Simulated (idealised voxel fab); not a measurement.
voxel wiring stack: a process module
Cross-section cut spans 205 nm and uses square cells 5 nm in size.
We lay out every cross-section as a grid of square cells and spell it out in bands from the top down, where one band means one or more rows of cells.
Quick guide to a band line: top height, bottom height (nm) up front; then every material left to right with its width in nm. Only one material and it's marked "everywhere"? Then it fills the band edge to edge. And "air" just means empty space.
Counting heights begins at 0, where everything beneath is, in the wafer as received, one material. The lowest band has no bottom; it goes on downwards, as "0..down" shows.
Width: "30->40" (first number = top row, second number = bottom row, same change from row to row of cells).
Any step labelled "everything unchanged" changed none of the cells in the cross-section.
Listed in "Sealed void listing": every empty space of 8 or more cells without an open way to the top. Form: width x height at distance, the distance being from the left edge, all in nm.
after a step's settings: what the simulator itself notes on the step
A step line may carry the setting "overlay nm", which, for steps involving a mask, states the distance by which the mask lay to the right of its intended position; negative values denote displacement to the left.

List of planned process steps
| 1 | RECEIVE: material Si |
| 2 | CONFORMAL_DEP: material SiO2, thk nm 10 |
| 3 | DIRECTIONAL_DEP: material TiN, thk nm 5 |
| 4 | DIRECTIONAL_DEP: material W, thk nm 20 |
| 5 | PATTERN: tone cover, mask id METAL_1, material resist, width nm 30, pitch nm 50, thk nm 20, overlay nm 0 |
| 6 | DIRECTIONAL_ETCH: etch materials W, depth nm 20 |
| 7 | DIRECTIONAL_ETCH: etch materials TiN, depth nm 5 |
| 8 | STRIP: etch materials resist |
| 9 | FILL_DEP: material SiO2, thk nm 10 |
| 10 | CMP: height nm 35 |
| 11 | CONFORMAL_DEP: material SiCN, thk nm 5 |
| 12 | DIRECTIONAL_DEP: material lowk, thk nm 30 |
| 13 | PATTERN: tone open, mask id METAL_2_HOLES, material resist, width nm 15, pitch nm 50, thk nm 20, overlay nm 0 |
| 14 | DIRECTIONAL_ETCH: etch materials lowk, depth nm 30 |
| 15 | STRIP: etch materials resist |
| 16 | PATTERN: tone open, mask id METAL_2, material resist, width nm 30, pitch nm 50, thk nm 15, overlay nm 0 |
| 17 | DIRECTIONAL_ETCH: etch materials lowk, depth nm 15 |
| 18 | DIRECTIONAL_ETCH: etch materials SiCN, depth nm 5 |
| 19 | STRIP: etch materials resist |
| 20 | CONFORMAL_DEP: material TiN, thk nm 5 |
| 21 | FILL_DEP: material Ru, thk nm 5 |
| 22 | CMP: height nm 70 |
| 23 | CONFORMAL_DEP: material SiCN, thk nm 5 |
| 24 | DIRECTIONAL_DEP: material SiO2, thk nm 25 |
| 25 | PATTERN: tone open, mask id METAL_3_HOLES, material resist, width nm 15, pitch nm 50, thk nm 20, overlay nm 0 |
| 26 | DIRECTIONAL_ETCH: etch materials SiO2, depth nm 25 |
| 27 | STRIP: etch materials resist |
| 28 | DIRECTIONAL_DEP: material aC, thk nm 15 |
| 29 | PATTERN: tone open, mask id METAL_3, material resist, width nm 30, pitch nm 50, thk nm 35, overlay nm 0 |
| 30 | DIRECTIONAL_ETCH: etch materials aC, depth nm 15 |
| 31 | STRIP: etch materials resist |
| 32 | DIRECTIONAL_ETCH: etch materials SiO2, depth nm 15 |
| 33 | DIRECTIONAL_ETCH: etch materials SiCN, depth nm 5 |
| 34 | STRIP: etch materials aC |
| 35 | CONFORMAL_DEP: material TiN, thk nm 5 |
| 36 | FILL_DEP: material Cu, thk nm 10 |
| 37 | CMP: height nm 100 |
| 38 | CONFORMAL_DEP: material SiCN, thk nm 5 |
| 39 | DIRECTIONAL_DEP: material lowk, thk nm 35 |
| 40 | DIRECTIONAL_DEP: material aC, thk nm 15 |
| 41 | PATTERN: tone open, mask id METAL_4, material resist, width nm 30, pitch nm 50, thk nm 30, overlay nm 0 |
| 42 | DIRECTIONAL_ETCH: etch materials aC, depth nm 15 |
| 43 | STRIP: etch materials resist |
| 44 | DIRECTIONAL_ETCH: etch materials lowk, depth nm 20 |
| 45 | STRIP: etch materials aC |
| 46 | PATTERN: tone open, mask id METAL_4_HOLES, material resist, width nm 15, pitch nm 50, thk nm 20, overlay nm 0 |
| 47 | DIRECTIONAL_ETCH: etch materials lowk, depth nm 15 |
| 48 | DIRECTIONAL_ETCH: etch materials SiCN, depth nm 5 |
| 49 | STRIP: etch materials resist |
| 50 | CONFORMAL_DEP: material TiN, thk nm 5 |
| 51 | FILL_DEP: material Ru, thk nm 5 |
| 52 | CMP: height nm 140 |
| 53 | CONFORMAL_DEP: material SiCN, thk nm 5 |

Here's what the wafer looked like in cross-section when it arrived - that's after step 1
0..down  Si everywhere
Sealed void listing: none

Cross-section at module end, one run error; start and plan unchanged from above
145..140  SiCN everywhere
140..125  60 of lowk, then 5 of TiN, then 20 of Ru, then 5 of TiN, then 20 of lowk, then 5 of TiN, then 20 of Ru, then 5 of TiN, then 65 of lowk
125..120  60 of lowk, then 5 of TiN, then 5 of Ru, then 20 of TiN, then 20 of lowk, then 5 of TiN, then 5 of Ru, then 20 of TiN, then 65 of lowk
120..105  60 of lowk, then 5 of TiN, then 5 of Ru, then 5 of TiN, then 35 of lowk, then 5 of TiN, then 5 of Ru, then 5 of TiN, then 80 of lowk
105..100  60 of SiCN, then 15 of TiN, then 35 of SiCN, then 15 of TiN, then 80 of SiCN
100..90  60 of SiO2, then 5 of TiN, then 20 of Cu, then 5 of TiN, then 20 of SiO2, then 5 of TiN, then 20 of Cu, then 5 of TiN, then 65 of SiO2
90..85  60 of SiO2, then 5 of TiN, then 5 of Cu, then 20 of TiN, then 20 of SiO2, then 5 of TiN, then 5 of Cu, then 20 of TiN, then 65 of SiO2
85..75  60 of SiO2, then 5 of TiN, then 5 of Cu, then 5 of TiN, then 35 of SiO2, then 5 of TiN, then 5 of Cu, then 5 of TiN, then 80 of SiO2
75..70  60 of SiCN, then 15 of TiN, then 35 of SiCN, then 15 of TiN, then 80 of SiCN
70..60  60 of lowk, then 5 of TiN, then 20 of Ru, then 5 of TiN, then 20 of lowk, then 5 of TiN, then 20 of Ru, then 5 of TiN, then 65 of lowk
60..55  60 of lowk, then 5 of TiN, then 5 of Ru, then 20 of TiN, then 20 of lowk, then 5 of TiN, then 5 of Ru, then 20 of TiN, then 65 of lowk
55..40  60 of lowk, then 5 of TiN, then 5 of Ru, then 5 of TiN, then 35 of lowk, then 5 of TiN, then 5 of Ru, then 5 of TiN, then 80 of lowk
40..35  60 of SiCN, then 15 of TiN, then 35 of SiCN, then 15 of TiN, then 80 of SiCN
35..30  SiO2 everywhere
30..15  60 of SiO2, then 30 of W, then 20 of SiO2, then 30 of W, then 65 of SiO2
15..10  60 of SiO2, then 30 of TiN, then 20 of SiO2, then 30 of TiN, then 65 of SiO2
10..0  SiO2 everywhere
0..down  Si everywhere
Sealed void listing: none
Where did the run depart from the plan? so step 4 ended up running with a different setting than we planned, it ran as DIRECTIONAL_DEP: material W, thk nm 15
